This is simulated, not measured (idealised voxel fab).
Proc. module: voxel capacitor over wiring
Square cells of 5 nm make up the cross-section cut, whose width is 170 nm.
Format of a cross-section: grid, square cells. Given as bands. Order: top down. Band: one or more rows of cells. For a band, the entry starts with two heights in nm, that of the top and then that of the bottom, and carries on with the band's materials in order from left to right, each alongside its width in nm; the word "edge to edge" beside a single material means it fills the band edge to edge, and "blank" means empty space. Heights from 0 (as-received wafer is one material below). Bottom band endless downward, as "0..down". The width entry "30->40" should be interpreted row by row: the top row of cells in the band takes the first number, the bottom row takes the second number, and the change between adjacent rows is uniform throughout. Where the words "same as before" appear for a step, the cross-section shows no cell changed by that step; every cell remained as before. If an empty space has no open way to the top and is at least 8 cells in size, "Voids, enclosed" lists it, written width x height at distance, where distance is measured from the left edge and every value is in nm. after a step's settings: what the simulator itself notes on the step. overlay nm, on a step with a mask: how far to the right of its planned place the mask lay; to the left if negative.
So here's the lineup of process steps we planned
1: RECEIVE with material Si
2: CONFORMAL_DEP with material SiO2, thk nm 10
3: DIRECTIONAL_DEP with material TiN, thk nm 5
4: DIRECTIONAL_DEP with material Ru, thk nm 15
5: MASKED_ETCH with tone cover, mask id METAL_1, width nm 20, pitch nm 80, etch materials Ru, depth nm 15, overlay nm 0
6: MASKED_ETCH with tone cover, mask id METAL_1, width nm 20, pitch nm 80, etch materials TiN, depth nm 5, overlay nm 0
7: FILL_DEP with material SiO2, thk nm 5
8: CMP with height nm 30
9: CONFORMAL_DEP with material SiCN, thk nm 5
10: DIRECTIONAL_DEP with material SiO2, thk nm 10
11: DIRECTIONAL_DEP with material aC, thk nm 10
12: PATTERN with tone open, mask id PLUG_1, material resist, width nm 15, thk nm 25, overlay nm 0
13: DIRECTIONAL_ETCH with etch materials aC, depth nm 10
14: STRIP with etch materials resist
15: DIRECTIONAL_ETCH with etch materials SiO2, depth nm 10
16: DIRECTIONAL_ETCH with etch materials SiCN, depth nm 5
17: STRIP with etch materials aC
18: CONFORMAL_DEP with material TiN, thk nm 5
19: FILL_DEP with material Cu, thk nm 5
20: CMP with height nm 45
21: DIRECTIONAL_DEP with material TiN, thk nm 10
22: DIRECTIONAL_DEP with material Al2O3, thk nm 5
23: DIRECTIONAL_DEP with material TiN, thk nm 10
24: MASKED_ETCH with tone cover, mask id UPPER_PLATE, width nm 65, etch materials TiN, depth nm 10, overlay nm 0
25: MASKED_ETCH with tone cover, mask id UPPER_PLATE, width nm 65, etch materials Al2O3, depth nm 5, overlay nm 0
26: PATTERN with tone cover, mask id LOWER_PLATE, material resist, width nm 75, thk nm 20, overlay nm 0
27: DIRECTIONAL_ETCH with etch materials TiN, depth nm 10
28: STRIP with etch materials resist
29: FILL_DEP with material SiO2, thk nm 15
30: CMP with height nm 80
31: PATTERN with tone open, mask id PLUG_2, material resist, width nm 15, thk nm 20, overlay nm 0
32: DIRECTIONAL_ETCH with etch materials SiO2, depth nm 10
33: STRIP with etch materials resist
34: CONFORMAL_DEP with material TiN, thk nm 5
35: FILL_DEP with material Ru, thk nm 10
36: CMP with height nm 80
37: CONFORMAL_DEP with material SiN, thk nm 5
Cross-section of the incoming wafer, state after step 1
- 0..down = Si edge to edge
- Voids, enclosed: none
First of two wafers at the end of the module, shown in cross-section; run carried out as planned
- 85..80 = SiN edge to edge
- 80..75 = SiO2: 50  TiN: 5  Ru: 5  TiN: 5  SiO2: 105
- 75..70 = SiO2: 50  TiN: 15  SiO2: 105
- 70..60 = SiO2: 40  TiN: 65  SiO2: 65
- 60..55 = SiO2: 40  Al2O3: 65  SiO2: 65
- 55..45 = SiO2: 35  TiN: 75  SiO2: 60
- 45..35 = SiO2: 40  TiN: 5  Cu: 5  TiN: 5  SiO2: 115
- 35..30 = SiCN: 40  TiN: 15  SiCN: 115
- 30..15 = SiO2: 35  Ru: 20  SiO2: 60  Ru: 20  SiO2: 35
- 15..10 = SiO2: 35  TiN: 20  SiO2: 60  TiN: 20  SiO2: 35
- 10..0 = SiO2 edge to edge
- 0..down = Si edge to edge
- Voids, enclosed: none
The second wafer, shown in cross-section after the module: started the same way as the first and given the same plan, yet one mistake crept into how it was run
- 85..80 = SiN edge to edge
- 80..75 = SiO2: 50  TiN: 5  Ru: 5  TiN: 5  SiO2: 105
- 75..70 = SiO2: 50  TiN: 15  SiO2: 105
- 70..60 = SiO2: 40  TiN: 65  SiO2: 65
- 60..55 = SiO2: 40  Al2O3: 65  SiO2: 65
- 55..45 = SiO2: 35  TiN: 75  SiO2: 60
- 45..35 = SiO2: 40  TiN: 5  Cu: 5  TiN: 5  SiO2: 115
- 35..30 = SiCN: 40  TiN: 15  SiCN: 115
- 30..25 = SiO2: 35  TiN: 20  SiO2: 60  TiN: 20  SiO2: 35
- 25..10 = Ru edge to edge
- 10..0 = SiO2 edge to edge
- 0..down = Si edge to edge
- Voids, enclosed: none
Against the plan, the run slipped here: the intended sequence of steps 3 and 4 was reversed during processing, with each occupying the position of the other
Wafer comparison, final, in cells, second relative to first, materials more or fewer: Ru +78 | SiO2 -78
